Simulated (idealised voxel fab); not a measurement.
A process module follows: voxel fin reveal.
For reference, the cross-section in this document is cut, with width 200 nm and square cells of 5 nm.
A cross-section is written here as square cells arranged in a grid, and it is given in bands from the top down, each band taking up one or more rows of cells. Top, bottom (nm), then materials left to right with widths (nm); lone material tagged "all across" fills the whole band edge to edge; "empty" = empty space. Basically, 0 is our baseline, since under it the wafer straight out of the box is all one material. The bottom band has no lower end and keeps on going down, so it looks like "0 nm and below". Per-row width for "30->40": begins at first number (top row of band), ends at second number (bottom row), increment between rows held constant. Take "stayed the same" at face value: in the step it is given for, the cross-section changed in none of its cells. Empty spaces counting at least 8 cells and having no open way to the top are listed in "Closed void register". The notation width x height at distance is used for each, the distance being from the left edge and all three values in nm. The remark found on a step's line after its settings is issued by the simulator itself and pertains to that step. "overlay nm" denotes, for a step that has a mask, the displacement of the mask to the right of its planned place, with negative values corresponding to the left.

-- List of planned process steps
1,RECEIVE [material Si]
2,CONFORMAL_DEP [material SiN] [thk nm 5]
3,DIRECTIONAL_DEP [material aC] [thk nm 15]
4,PATTERN [tone cover] [mask id FINS] [material resist] [width nm 15] [pitch nm 35] [thk nm 35] [overlay nm 0]
5,DIRECTIONAL_ETCH [etch materials aC] [depth nm 15]
6,STRIP [etch materials resist]
7,DIRECTIONAL_ETCH [etch materials SiN] [depth nm 5]
8,DIRECTIONAL_ETCH [etch materials Si] [depth nm 35]
9,STRIP [etch materials aC]
10,OXIDIZE [depth nm 5]
11,FILL_DEP [material SiO2] [thk nm 15]
12,CMP [height nm 5]
13,SELECTIVE_ETCH [etch materials SiO2] [depth nm 20]
14,STRIP [etch materials SiN]
15,CONFORMAL_DEP [material SiO2] [thk nm 5]

-- Cross-section of the wafer upon arrival, representing the state reached after step 1
    0 nm and below | Si all across
    Closed void register: none

-- Starting wafer: above. Plan: above. Run: one mistake. Cross-section after the module: below
    5 nm to 0 nm | SiO2 75 nm; empty 15 nm; SiO2 20 nm; empty 15 nm; SiO2 75 nm
    0 nm to -10 nm | Si 70 nm; SiO2 5 nm; empty 15 nm; SiO2 5 nm; Si 10 nm; SiO2 5 nm; empty 15 nm; SiO2 5 nm; Si 70 nm
    -10 nm to -40 nm | Si 70 nm; SiO2 25 nm; Si 10 nm; SiO2 25 nm; Si 70 nm
    -40 nm and below | Si all across
    Closed void register: none
In executing the process, a mistake was made relative to the plan: rather than as planned, step 4 actually ran as PATTERN [tone open] [mask id FINS] [material resist] [width nm 15] [pitch nm 35] [thk nm 35] [overlay nm 0]
